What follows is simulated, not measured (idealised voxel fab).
The name of this process module is voxel released beams.
FYI the section here is cut, 145 nm wide, cells are 5 nm squares.
In this document a cross-section is written as a grid of square cells. It is given as a series of bands, listed from the top down, and a band is one or more rows of cells. This entry defines a band. It first specifies the height of the band's top and the height of its bottom in nm, and then specifies the band's materials from left to right, stating each material with its width in nm. The word "full width" identifies a single material that fills the band from edge to edge, while the word "blank" identifies empty space. Counting heights begins at 0, where everything beneath is, in the wafer as received, one material. The lowest band has no bottom; it goes on downwards, as "0 nm and below" shows. The two numbers in a width such as "30..40" mark its ends across the band: the first belongs to the top row of cells, the second to the bottom row, and from each row to the next the width moves by the same amount. "same as before" after a step means that no cell of the cross-section changed. The entry "Voids lacking openings" lists the empty spaces that cover at least 8 cells and have no open path to the top. Each is written as width x height at distance, where the distance is measured from the left edge and all three values are in nm. What comes after the settings on a step's line is commentary from the simulator itself on that step. You can add "overlay nm" to a step's line. For a step with a mask, it describes how far the mask lay to the right of its planned position, and a negative number describes a lay to the left.

Listed below are the process steps as planned:
- 1: op RECEIVE | material Si
- 2: op CONFORMAL_DEP | material Al2O3 | thk nm 5
- 3: op DIRECTIONAL_DEP | material SiO2 | thk nm 15
- 4: op DIRECTIONAL_DEP | material aC | thk nm 10
- 5: op PATTERN | tone open | mask id ANCHOR | material resist | width nm 30 | thk nm 30 | overlay nm 0
- 6: op DIRECTIONAL_ETCH | etch materials aC | depth nm 10
- 7: op STRIP | etch materials resist
- 8: op DIRECTIONAL_ETCH | etch materials SiO2 | depth nm 15
- 9: op STRIP | etch materials aC
- 10: op CONFORMAL_DEP | material SiN | thk nm 10
- 11: op DIRECTIONAL_DEP | material aC | thk nm 15
- 12: op PATTERN | tone cover | mask id BEAM | material resist | width nm 90 | thk nm 35 | overlay nm -10
- 13: op DIRECTIONAL_ETCH | etch materials aC | depth nm 15
- 14: op STRIP | etch materials resist
- 15: op DIRECTIONAL_ETCH | etch materials SiN | depth nm 10
- 16: op STRIP | etch materials aC
- 17: op STRIP | etch materials SiO2
Among the wafers covered here, the point of difference is the overlay nm at step 12; their starting state is shared, and the plan presents the value of the first wafer.

As received, i.e. after step 1: cross-section through the first of several wafers:
	0 nm and below  Si full width
	Voids lacking openings: none

Below: a row per wafer. Contents at end of module: for every material, cells gained since receipt (+) or lost since receipt (-); then closed voids:
overlay nm -10; +29 Al2O3; +48 SiN; Voids lacking openings: none
overlay nm -5; +29 Al2O3; +48 SiN; Voids lacking openings: none
overlay nm 0; +29 Al2O3; +48 SiN; Voids lacking openings: none
overlay nm 5; +29 Al2O3; +48 SiN; Voids lacking openings: none
overlay nm 10; +29 Al2O3; +48 SiN; Voids lacking openings: none
overlay nm 15; +29 Al2O3; +48 SiN; Voids lacking openings: none
